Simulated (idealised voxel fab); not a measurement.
process module | voxel air gaps
cross-section cut | 240 nm wide | cells 5 nm
A cross-section is a grid of square cells, given in bands from the top down. A band is one or more rows of cells.
Each band's line starts with the height of the band's top and of its bottom, in nm. Then come its materials from left to right, each with its width in nm. One material with "throughout" fills the band from edge to edge. "air" is empty space.
Height 0 is the level under which the wafer as received is all one material. The lowest band goes on downwards, as in "0 down".
A width such as "30 to 40" changes by the same amount from each row of cells to the next, from the band's top row to its bottom row.
"no change" after a step means that no cell of the cross-section changed.
closed voids: empty space of 8 cells or more with no open way to the top, each as width x height at its distance from the left edge, in nm
after a step's settings: what the simulator itself notes on the step
overlay nm, on a step with a mask: how far to the right of its planned place the mask lay; to the left if negative
plan
1 op RECEIVE | material Si
2 op CONFORMAL_DEP | material SiO2 | thk nm 10
3 op CONFORMAL_DEP | material SiCN | thk nm 5
4 op DIRECTIONAL_DEP | material lowk | thk nm 35
5 op DIRECTIONAL_DEP | material aC | thk nm 15
6 op PATTERN | tone open | mask id LINES | material resist | width nm 25 | pitch nm 50 | thk nm 35 | overlay nm 0
7 op DIRECTIONAL_ETCH | etch materials aC | depth nm 15
8 op STRIP | etch materials resist
9 op DIRECTIONAL_ETCH | etch materials lowk | depth nm 35
10 op STRIP | etch materials aC
11 op CONFORMAL_DEP | material TiN | thk nm 5
12 op FILL_DEP | material Cu | thk nm 10
13 op CMP | height nm 50
14 op EPI | material Ru | thk nm 10
15 op SELECTIVE_ETCH | etch materials lowk | depth nm 45
16 op CONFORMAL_DEP | material SiCN | thk nm 5
as received, after step 1
  0 down: Si throughout
  closed voids: none
first wafer at the end, as planned
  65 to 60: air 15 | SiCN 205 | air 20
  60 to 50: air 15 | SiCN 5 | Ru 45 | SiCN 5 | Ru 45 | SiCN 5 | Ru 45 | SiCN 5 | Ru 45 | SiCN 5 | air 20
  50 to 45: air 15 | SiCN 15 | TiN 5 | Cu 15 | TiN 5 | SiCN 25 | TiN 5 | Cu 15 | TiN 5 | SiCN 25 | TiN 5 | Cu 15 | TiN 5 | SiCN 25 | TiN 5 | Cu 15 | TiN 5 | SiCN 15 | air 20
  45 to 20: air 25 | SiCN 5 | TiN 5 | Cu 15 | TiN 5 | SiCN 5 | air 15 | SiCN 5 | TiN 5 | Cu 15 | TiN 5 | SiCN 5 | air 15 | SiCN 5 | TiN 5 | Cu 15 | TiN 5 | SiCN 5 | air 15 | SiCN 5 | TiN 5 | Cu 15 | TiN 5 | SiCN 5 | air 30
  20 to 15: SiCN 30 | TiN 25 | SiCN 25 | TiN 25 | SiCN 25 | TiN 25 | SiCN 25 | TiN 25 | SiCN 35
  15 to 10: SiCN throughout
  10 to 0: SiO2 throughout
  0 down: Si throughout
  closed voids: 15 x 25 at 60; 15 x 25 at 110; 15 x 25 at 160
second wafer at the end: like start, like plan, one mistake
  55 to 45: SiCN throughout
  45 to 10: lowk throughout
  10 to 0: SiO2 throughout
  0 down: Si throughout
  closed voids: none
what went wrong: steps 3 and 4 were swapped
at the end the second wafer has, in cells: 72 fewer of Cu | 72 fewer of Ru | 92 fewer of SiCN | 68 fewer of TiN | 336 more of lowk
closed voids at the end (first wafer, second wafer): 3, 0
